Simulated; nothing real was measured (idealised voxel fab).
Proc. module: voxel local oxidation
The figure presents cross-section cut, which has a width of 205 nm and is divided into square cells with an edge length of 5 nm.
Heads up, the way a cross-section reads in here is a grid of square cells, handed over as bands from the top down, with every band being one or more rows of cells. Look at the band entry: it leads with the top's height and the bottom's height in nm. Then it lists the materials left to right, with a width in nm for each. The word "full width" on a single material says that material fills the band edge to edge. The word "blank" is empty space. Beneath 0, the wafer as received is one material, and that level is where height counting begins. The lowest band goes on downward without a bottom; it is written like "z 0 and below". Read "30 to 40" as a graded width: first number on top, second number at the bottom, same change between each pair of neighbouring rows. Step marked "changes: none"? Then no cell in the cross-section changed in it. "Listed closed voids" lists enclosed empty spaces (at least 8 cells, no open path upward to the top), each as width x height at distance from the left edge, in nm. after a step's settings: what the simulator itself notes on the step. What "overlay nm" on a step's line means: if the step has a mask, that mask lay this far to the right of its planned place, or, when the value is negative, to the left.
## Steps planned for the process
- 1: op RECEIVE | material Si
- 2: op OXIDIZE | depth nm 5
- 3: op CONFORMAL_DEP | material SiN | thk nm 15
- 4: op DIRECTIONAL_DEP | material aC | thk nm 10
- 5: op PATTERN | tone cover | mask id ACTIVE | material resist | width nm 130 | thk nm 30 | overlay nm 0
- 6: op DIRECTIONAL_ETCH | etch materials aC | depth nm 10
- 7: op STRIP | etch materials resist
- 8: op DIRECTIONAL_ETCH | etch materials SiN | depth nm 5
- 9: op STRIP | etch materials aC
- 10: op SELECTIVE_ETCH | etch materials SiO2 | depth nm 5
- 11: op OXIDIZE | depth nm 10
- 12: op STRIP | etch materials SiN
Variable across wafers: step 8 depth nm (plan value is that of the first wafer; starting state common to all).
## After step 1, as received: first of several wafers, cross-section
* z 0 and below | Si full width
* Listed closed voids: none
## Row per wafer, end-of-module: cell gain (+)/loss (-) by material since the wafer came in, then closed voids
depth nm 5, -41 Si, +41 SiO2, Listed closed voids: none
depth nm 10, -41 Si, +41 SiO2, Listed closed voids: none
depth nm 15, -83 Si, +66 SiO2, Listed closed voids: none
depth nm 20, -83 Si, +66 SiO2, Listed closed voids: none
depth nm 25, -83 Si, +66 SiO2, Listed closed voids: none
depth nm 30, -83 Si, +66 SiO2, Listed closed voids: none
